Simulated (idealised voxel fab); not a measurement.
process module | voxel capacitor over wiring
cross-section cut | 200 nm wide | cells 5 nm
A cross-section is a grid of square cells, given in bands from the top down. A band is one or more rows of cells.
Each band's line starts with the height of the band's top and of its bottom, in nm. Then come its materials from left to right, each with its width in nm. One material with "throughout" fills the band from edge to edge. "air" is empty space.
Height 0 is the level under which the wafer as received is all one material. The lowest band goes on downwards, as in "0 down".
A width such as "30 to 40" changes by the same amount from each row of cells to the next, from the band's top row to its bottom row.
"no change" after a step means that no cell of the cross-section changed.
closed voids: empty space of 8 cells or more with no open way to the top, each as width x height at its distance from the left edge, in nm
after a step's settings: what the simulator itself notes on the step
overlay nm, on a step with a mask: how far to the right of its planned place the mask lay; to the left if negative
plan
1 op RECEIVE | material Si
2 op CONFORMAL_DEP | material SiO2 | thk nm 15
3 op DIRECTIONAL_DEP | material TiN | thk nm 5
4 op DIRECTIONAL_DEP | material W | thk nm 20
5 op PATTERN | tone cover | mask id METAL_1 | material resist | width nm 20 | pitch nm 80 | thk nm 15 | overlay nm 0
6 op DIRECTIONAL_ETCH | etch materials W | depth nm 20
7 op DIRECTIONAL_ETCH | etch materials TiN | depth nm 5
8 op STRIP | etch materials resist
9 op CONFORMAL_DEP | material SiN | thk nm 5
10 op FILL_DEP | material lowk | thk nm 10
11 op CMP | height nm 40
12 op CONFORMAL_DEP | material SiCN | thk nm 5
13 op DIRECTIONAL_DEP | material SiO2 | thk nm 20
14 op MASKED_ETCH | tone open | mask id PLUG_1 | width nm 15 | etch materials SiO2 | depth nm 20 | overlay nm 0
15 op MASKED_ETCH | tone open | mask id PLUG_1 | width nm 15 | etch materials SiCN | depth nm 5 | overlay nm 0
16 op CONFORMAL_DEP | material TiN | thk nm 5
17 op FILL_DEP | material W | thk nm 10
18 op CMP | height nm 65
19 op DIRECTIONAL_DEP | material TiN | thk nm 5
20 op DIRECTIONAL_DEP | material Al2O3 | thk nm 5
21 op DIRECTIONAL_DEP | material TiN | thk nm 10
22 op MASKED_ETCH | tone cover | mask id UPPER_PLATE | width nm 65 | etch materials TiN | depth nm 10 | overlay nm 0
23 op MASKED_ETCH | tone cover | mask id UPPER_PLATE | width nm 65 | etch materials Al2O3 | depth nm 5 | overlay nm 0
24 op DIRECTIONAL_DEP | material aC | thk nm 15
25 op PATTERN | tone cover | mask id LOWER_PLATE | material resist | width nm 75 | thk nm 35 | overlay nm 0
26 op DIRECTIONAL_ETCH | etch materials aC | depth nm 15
27 op STRIP | etch materials resist
28 op DIRECTIONAL_ETCH | etch materials TiN | depth nm 5
29 op STRIP | etch materials aC
30 op FILL_DEP | material SiO2 | thk nm 15
31 op CMP | height nm 95
32 op MASKED_ETCH | tone open | mask id PLUG_2 | width nm 15 | etch materials SiO2 | depth nm 10 | overlay nm 0
33 op CONFORMAL_DEP | material TiN | thk nm 5
34 op FILL_DEP | material W | thk nm 5
35 op CMP | height nm 95
36 op CONFORMAL_DEP | material SiN | thk nm 5
first wafer, as planned
as received, after step 1
  0 down: Si throughout
  closed voids: none
after step 2
  15 to 0: SiO2 throughout
  below 0: unchanged
after step 3
  20 to 15: TiN throughout
  below 15: unchanged
after step 4
  40 to 20: W throughout
  below 20: unchanged
after step 5
  55 to 40: air 50 | resist 20 | air 60 | resist 20 | air 50
  below 40: unchanged
after step 6
  55 to 40: air 50 | resist 20 | air 60 | resist 20 | air 50
  40 to 20: air 50 | W 20 | air 60 | W 20 | air 50
  below 20: unchanged
after step 7
  55 to 40: air 50 | resist 20 | air 60 | resist 20 | air 50
  40 to 20: air 50 | W 20 | air 60 | W 20 | air 50
  20 to 15: air 50 | TiN 20 | air 60 | TiN 20 | air 50
  below 15: unchanged
after step 8
  40 to 20: air 50 | W 20 | air 60 | W 20 | air 50
  below 20: unchanged
after step 9
  45 to 40: air 45 | SiN 30 | air 50 | SiN 30 | air 45
  40 to 20: air 45 | SiN 5 | W 20 | SiN 5 | air 50 | SiN 5 | W 20 | SiN 5 | air 45
  20 to 15: SiN 50 | TiN 20 | SiN 60 | TiN 20 | SiN 50
  below 15: unchanged
after step 10
  55 to 45: lowk throughout
  45 to 40: lowk 45 | SiN 30 | lowk 50 | SiN 30 | lowk 45
  40 to 20: lowk 45 | SiN 5 | W 20 | SiN 5 | lowk 50 | SiN 5 | W 20 | SiN 5 | lowk 45
  below 20: unchanged
after step 11
  40 to 20: lowk 45 | SiN 5 | W 20 | SiN 5 | lowk 50 | SiN 5 | W 20 | SiN 5 | lowk 45
  below 20: unchanged
after step 12
  45 to 40: SiCN throughout
  below 40: unchanged
after step 13
  65 to 45: SiO2 throughout
  below 45: unchanged
after step 14
  65 to 45: SiO2 55 | air 15 | SiO2 130
  below 45: unchanged
after step 15
  65 to 45: SiO2 55 | air 15 | SiO2 130
  45 to 40: SiCN 55 | air 15 | SiCN 130
  below 40: unchanged
after step 16
  70 to 65: TiN 60 | air 5 | TiN 135
  65 to 45: SiO2 55 | TiN 5 | air 5 | TiN 5 | SiO2 130
  45 to 40: SiCN 55 | TiN 15 | SiCN 130
  below 40: unchanged
after step 17
  80 to 70: W throughout
  70 to 65: TiN 60 | W 5 | TiN 135
  65 to 45: SiO2 55 | TiN 5 | W 5 | TiN 5 | SiO2 130
  below 45: unchanged
after step 18
  65 to 45: SiO2 55 | TiN 5 | W 5 | TiN 5 | SiO2 130
  below 45: unchanged
after step 19
  70 to 65: TiN throughout
  below 65: unchanged
after step 20
  75 to 70: Al2O3 throughout
  below 70: unchanged
after step 21
  85 to 75: TiN throughout
  below 75: unchanged
after step 22
  85 to 75: air 55 | TiN 65 | air 80
  below 75: unchanged
after step 23
  85 to 75: air 55 | TiN 65 | air 80
  75 to 70: air 55 | Al2O3 65 | air 80
  below 70: unchanged
after step 24
  100 to 85: air 55 | aC 65 | air 80
  85 to 75: aC 55 | TiN 65 | aC 80
  75 to 70: aC 55 | Al2O3 65 | aC 80
  below 70: unchanged
after step 25
  135 to 100: air 50 | resist 75 | air 75
  100 to 85: air 50 | resist 5 | aC 65 | resist 5 | air 75
  below 85: unchanged
after step 26
  120 to 100: air 50 | resist 75 | air 75
  100 to 85: air 50 | resist 5 | aC 65 | resist 5 | air 75
  85 to 75: air 50 | aC 5 | TiN 65 | aC 5 | air 75
  75 to 70: air 50 | aC 5 | Al2O3 65 | aC 5 | air 75
  below 70: unchanged
after step 27
  100 to 85: air 55 | aC 65 | air 80
  below 85: unchanged
after step 28
  100 to 85: air 55 | aC 65 | air 80
  85 to 75: air 50 | aC 5 | TiN 65 | aC 5 | air 75
  75 to 70: air 50 | aC 5 | Al2O3 65 | aC 5 | air 75
  70 to 65: air 50 | TiN 75 | air 75
  below 65: unchanged
after step 29
  85 to 75: air 55 | TiN 65 | air 80
  75 to 70: air 55 | Al2O3 65 | air 80
  below 70: unchanged
after step 30
  100 to 85: SiO2 throughout
  85 to 75: SiO2 55 | TiN 65 | SiO2 80
  75 to 70: SiO2 55 | Al2O3 65 | SiO2 80
  70 to 65: SiO2 50 | TiN 75 | SiO2 75
  below 65: unchanged
after step 31
  95 to 85: SiO2 throughout
  below 85: unchanged
after step 32
  95 to 85: SiO2 65 | air 15 | SiO2 120
  below 85: unchanged
after step 33
  100 to 95: TiN 70 | air 5 | TiN 125
  95 to 90: SiO2 65 | TiN 5 | air 5 | TiN 5 | SiO2 120
  90 to 85: SiO2 65 | TiN 15 | SiO2 120
  below 85: unchanged
after step 34
  105 to 100: W throughout
  100 to 95: TiN 70 | W 5 | TiN 125
  95 to 90: SiO2 65 | TiN 5 | W 5 | TiN 5 | SiO2 120
  below 90: unchanged
after step 35
  95 to 90: SiO2 65 | TiN 5 | W 5 | TiN 5 | SiO2 120
  below 90: unchanged
after step 36
  100 to 95: SiN throughout
  below 95: unchanged
second wafer: like start, like plan, one mistake. Through step 1 it matches the first wafer
when step 2 should have ended
  30 to 0: SiO2 throughout
  below 0: unchanged
when step 3 should have ended
  35 to 30: TiN throughout
  below 30: unchanged
when step 4 should have ended
  55 to 35: W throughout
  below 35: unchanged
when step 5 should have ended
  70 to 55: air 50 | resist 20 | air 60 | resist 20 | air 50
  below 55: unchanged
when step 6 should have ended
  70 to 55: air 50 | resist 20 | air 60 | resist 20 | air 50
  55 to 35: air 50 | W 20 | air 60 | W 20 | air 50
  below 35: unchanged
when step 7 should have ended
  70 to 55: air 50 | resist 20 | air 60 | resist 20 | air 50
  55 to 35: air 50 | W 20 | air 60 | W 20 | air 50
  35 to 30: air 50 | TiN 20 | air 60 | TiN 20 | air 50
  below 30: unchanged
when step 8 should have ended
  55 to 35: air 50 | W 20 | air 60 | W 20 | air 50
  below 35: unchanged
when step 9 should have ended
  60 to 55: air 45 | SiN 30 | air 50 | SiN 30 | air 45
  55 to 35: air 45 | SiN 5 | W 20 | SiN 5 | air 50 | SiN 5 | W 20 | SiN 5 | air 45
  35 to 30: SiN 50 | TiN 20 | SiN 60 | TiN 20 | SiN 50
  below 30: unchanged
when step 10 should have ended
  70 to 60: lowk throughout
  60 to 55: lowk 45 | SiN 30 | lowk 50 | SiN 30 | lowk 45
  55 to 35: lowk 45 | SiN 5 | W 20 | SiN 5 | lowk 50 | SiN 5 | W 20 | SiN 5 | lowk 45
  below 35: unchanged
when step 11 should have ended
  40 to 35: lowk 45 | SiN 5 | W 20 | SiN 5 | lowk 50 | SiN 5 | W 20 | SiN 5 | lowk 45
  below 35: unchanged
when step 12 should have ended
  45 to 40: SiCN throughout
  below 40: unchanged
when step 13 should have ended
  65 to 45: SiO2 throughout
  below 45: unchanged
when step 14 should have ended
  65 to 45: SiO2 55 | air 15 | SiO2 130
  below 45: unchanged
when step 15 should have ended
  65 to 45: SiO2 55 | air 15 | SiO2 130
  45 to 40: SiCN 55 | air 15 | SiCN 130
  below 40: unchanged
when step 16 should have ended
  70 to 65: TiN 60 | air 5 | TiN 135
  65 to 45: SiO2 55 | TiN 5 | air 5 | TiN 5 | SiO2 130
  45 to 40: SiCN 55 | TiN 15 | SiCN 130
  below 40: unchanged
when step 17 should have ended
  80 to 70: W throughout
  70 to 65: TiN 60 | W 5 | TiN 135
  65 to 45: SiO2 55 | TiN 5 | W 5 | TiN 5 | SiO2 130
  below 45: unchanged
when step 18 should have ended
  65 to 45: SiO2 55 | TiN 5 | W 5 | TiN 5 | SiO2 130
  below 45: unchanged
when step 19 should have ended
  70 to 65: TiN throughout
  below 65: unchanged
when step 20 should have ended
  75 to 70: Al2O3 throughout
  below 70: unchanged
when step 21 should have ended
  85 to 75: TiN throughout
  below 75: unchanged
when step 22 should have ended
  85 to 75: air 55 | TiN 65 | air 80
  below 75: unchanged
when step 23 should have ended
  85 to 75: air 55 | TiN 65 | air 80
  75 to 70: air 55 | Al2O3 65 | air 80
  below 70: unchanged
when step 24 should have ended
  100 to 85: air 55 | aC 65 | air 80
  85 to 75: aC 55 | TiN 65 | aC 80
  75 to 70: aC 55 | Al2O3 65 | aC 80
  below 70: unchanged
when step 25 should have ended
  135 to 100: air 50 | resist 75 | air 75
  100 to 85: air 50 | resist 5 | aC 65 | resist 5 | air 75
  below 85: unchanged
when step 26 should have ended
  120 to 100: air 50 | resist 75 | air 75
  100 to 85: air 50 | resist 5 | aC 65 | resist 5 | air 75
  85 to 75: air 50 | aC 5 | TiN 65 | aC 5 | air 75
  75 to 70: air 50 | aC 5 | Al2O3 65 | aC 5 | air 75
  below 70: unchanged
when step 27 should have ended
  100 to 85: air 55 | aC 65 | air 80
  below 85: unchanged
when step 28 should have ended
  100 to 85: air 55 | aC 65 | air 80
  85 to 75: air 50 | aC 5 | TiN 65 | aC 5 | air 75
  75 to 70: air 50 | aC 5 | Al2O3 65 | aC 5 | air 75
  70 to 65: air 50 | TiN 75 | air 75
  below 65: unchanged
when step 29 should have ended
  85 to 75: air 55 | TiN 65 | air 80
  75 to 70: air 55 | Al2O3 65 | air 80
  below 70: unchanged
when step 30 should have ended
  100 to 85: SiO2 throughout
  85 to 75: SiO2 55 | TiN 65 | SiO2 80
  75 to 70: SiO2 55 | Al2O3 65 | SiO2 80
  70 to 65: SiO2 50 | TiN 75 | SiO2 75
  below 65: unchanged
when step 31 should have ended
  95 to 85: SiO2 throughout
  below 85: unchanged
when step 32 should have ended
  95 to 85: SiO2 65 | air 15 | SiO2 120
  below 85: unchanged
when step 33 should have ended
  100 to 95: TiN 70 | air 5 | TiN 125
  95 to 90: SiO2 65 | TiN 5 | air 5 | TiN 5 | SiO2 120
  90 to 85: SiO2 65 | TiN 15 | SiO2 120
  below 85: unchanged
when step 34 should have ended
  105 to 100: W throughout
  100 to 95: TiN 70 | W 5 | TiN 125
  95 to 90: SiO2 65 | TiN 5 | W 5 | TiN 5 | SiO2 120
  below 90: unchanged
when step 35 should have ended
  95 to 90: SiO2 65 | TiN 5 | W 5 | TiN 5 | SiO2 120
  below 90: unchanged
when step 36 should have ended
  100 to 95: SiN throughout
  below 95: unchanged
what went wrong: step 2 was run twice
at the end the second wafer has, in cells: 12 fewer of SiN | 120 more of SiO2 | 24 fewer of W | 84 fewer of lowk
